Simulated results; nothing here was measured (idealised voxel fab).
The following process module bears the name voxel self aligned vias.
Each square cell in cross-section cut measures 5 nm, and the section as a whole is 285 nm wide.
This document writes a cross-section as a grid whose cells are square, and gives it as bands, listed from the top down; one or more rows of cells form a band.
Within each band entry, the heights of the top and of the bottom of the band appear first, in that order and in nm; the materials of the band then follow from left to right, each with its corresponding width in nm. The designation "edge to edge" on a single material indicates that it fills the band from edge to edge; the designation "empty" indicates empty space.
Heights are measured from 0, the level below which the as-received wafer is all one material; the lowest band has no bottom and continues downward, written as in "0 and below".
The notation "30->40" denotes a width that varies across the rows of cells in the band, beginning at the first number in the top row, finishing at the second number in the bottom row, and changing by an identical amount from each row to the next.
Reading "no change occurred" for a step: not a cell of the cross-section changed in it.
The list in "Fully closed voids" covers empty spaces of 8 cells or more that cannot reach the top through any open way, and it gives each as width x height at distance; the distance is from the left edge, and width, height and distance are in nm.
Where a step's line continues beyond its settings, the continuation is a remark by the simulator itself on that step.
"overlay nm" on a masked step: distance the mask lay right of its planned place, negative for left.

plan:
| 1 | RECEIVE [material Si] |
| 2 | CONFORMAL_DEP [material SiO2] [thk nm 15] |
| 3 | CONFORMAL_DEP [material SiCN] [thk nm 5] |
| 4 | DIRECTIONAL_DEP [material lowk] [thk nm 25] |
| 5 | MASKED_ETCH [tone open] [mask id LINES] [width nm 30] [pitch nm 60] [etch materials lowk] [depth nm 25] [overlay nm 0] |
| 6 | CONFORMAL_DEP [material TiN] [thk nm 5] |
| 7 | FILL_DEP [material W] [thk nm 10] |
| 8 | CMP [height nm 45] |
| 9 | SELECTIVE_ETCH [etch materials W Ru TiN] [depth nm 5] |
| 10 | FILL_DEP [material SiN] [thk nm 5] |
| 11 | CMP [height nm 45] |
| 12 | DIRECTIONAL_DEP [material lowk] [thk nm 20] |
| 13 | MASKED_ETCH [tone open] [mask id VIAS] [width nm 40] [pitch nm 60] [etch materials lowk] [depth nm 20] [overlay nm -15] |
| 14 | MASKED_ETCH [tone open] [mask id VIAS] [width nm 40] [pitch nm 60] [etch materials SiN] [depth nm 5] [overlay nm 0] |
| 15 | CONFORMAL_DEP [material TiN] [thk nm 5] |
| 16 | FILL_DEP [material Cu] [thk nm 5] |
| 17 | CMP [height nm 65] |
| 18 | CONFORMAL_DEP [material SiCN] [thk nm 5] |
Variable across wafers: step 13 overlay nm (plan value is that of the first wafer; starting state common to all).

Cross-sectional view of the first of several wafers in the as-received condition, corresponding to the state following step 1:
> 0 and below | Si edge to edge
> Fully closed voids: none

Gained (+) or lost (-) cells of each material since receipt, then closed voids: one row per wafer, at the end of the module:
overlay nm -15 | +60 Cu | +114 SiCN | +6 SiN | +171 SiO2 | +84 TiN | +36 W | +327 lowk | Fully closed voids: none
overlay nm -10 | +63 Cu | +114 SiCN | +3 SiN | +171 SiO2 | +84 TiN | +36 W | +327 lowk | Fully closed voids: none
overlay nm -5 | +66 Cu | +114 SiCN | +171 SiO2 | +84 TiN | +36 W | +327 lowk | Fully closed voids: none
overlay nm 0 | +66 Cu | +114 SiCN | +171 SiO2 | +84 TiN | +36 W | +327 lowk | Fully closed voids: none
overlay nm 5 | +66 Cu | +114 SiCN | +171 SiO2 | +84 TiN | +36 W | +327 lowk | Fully closed voids: none
overlay nm 10 | +63 Cu | +114 SiCN | +3 SiN | +171 SiO2 | +84 TiN | +36 W | +327 lowk | Fully closed voids: none
overlay nm 15 | +60 Cu | +114 SiCN | +6 SiN | +171 SiO2 | +84 TiN | +36 W | +327 lowk | Fully closed voids: none
